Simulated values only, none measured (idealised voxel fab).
Proc. module: voxel local oxidation
It is cross-section cut that appears here, measuring 250 nm in width, its square cells being 5 nm in size.
How to read a cross-section here: the picture is a grid of square cells, written as bands going from the top down, and any band can span one or more rows of cells. For a band, the entry starts with two heights in nm, that of the top and then that of the bottom, and carries on with the band's materials in order from left to right, each alongside its width in nm; the word "full width" beside a single material means it fills the band edge to edge, and "air" means empty space. We count height from 0. Below that, the starting wafer is all one material. The lowest band never ends at the bottom but goes on down; see "0 down" for how that is written. The two numbers in a width such as "30->40" mark its ends across the band: the first belongs to the top row of cells, the second to the bottom row, and from each row to the next the width moves by the same amount. "remains unaltered" for a step: no cell of the cross-section changed in that step. Sealed internal cavities: empty space of 8 cells or more with no open way to the top, each as width x height at its distance from the left edge, in nm. Heads up: the bit after the settings on a step's line is the simulator's remark on that step. "overlay nm" denotes, for a step that has a mask, the displacement of the mask to the right of its planned place, with negative values corresponding to the left.

# Here's what the planned process steps look like
1,RECEIVE [material Si]
2,OXIDIZE [depth nm 5]
3,CONFORMAL_DEP [material SiN] [thk nm 10]
4,PATTERN [tone cover] [mask id ACTIVE] [material resist] [width nm 120] [thk nm 15] [overlay nm 0]
5,DIRECTIONAL_ETCH [etch materials SiN] [depth nm 10]
6,STRIP [etch materials resist]
7,SELECTIVE_ETCH [etch materials SiO2] [depth nm 5]
8,OXIDIZE [depth nm 15]
9,STRIP [etch materials SiN]

# Wafer as received: cross-section following step 1
0 down  Si full width
Sealed internal cavities: none

# Cross-sectional view of the first of the two wafers upon completion of the module, processed in accordance with the plan
0 to -5  70 nm air; 110 nm SiO2; 70 nm air
-5 to -20  85 nm SiO2; 80 nm Si; 85 nm SiO2
-20 down  Si full width
Sealed internal cavities: none

# Same start, same plan as the first wafer - but one mistake in the run. Cross-section of the second of the two at the end of the module
0 to -5  70 nm air; 110 nm SiO2; 70 nm air
-5 to -25  90 nm SiO2; 70 nm Si; 90 nm SiO2
-25 down  Si full width
Sealed internal cavities: none
Diagnosis: step 8: run off-plan, actual operation and settings OXIDIZE [depth nm 20]
Wafer comparison, final, in cells, second relative to first, materials more or fewer: -42 Si, +42 SiO2
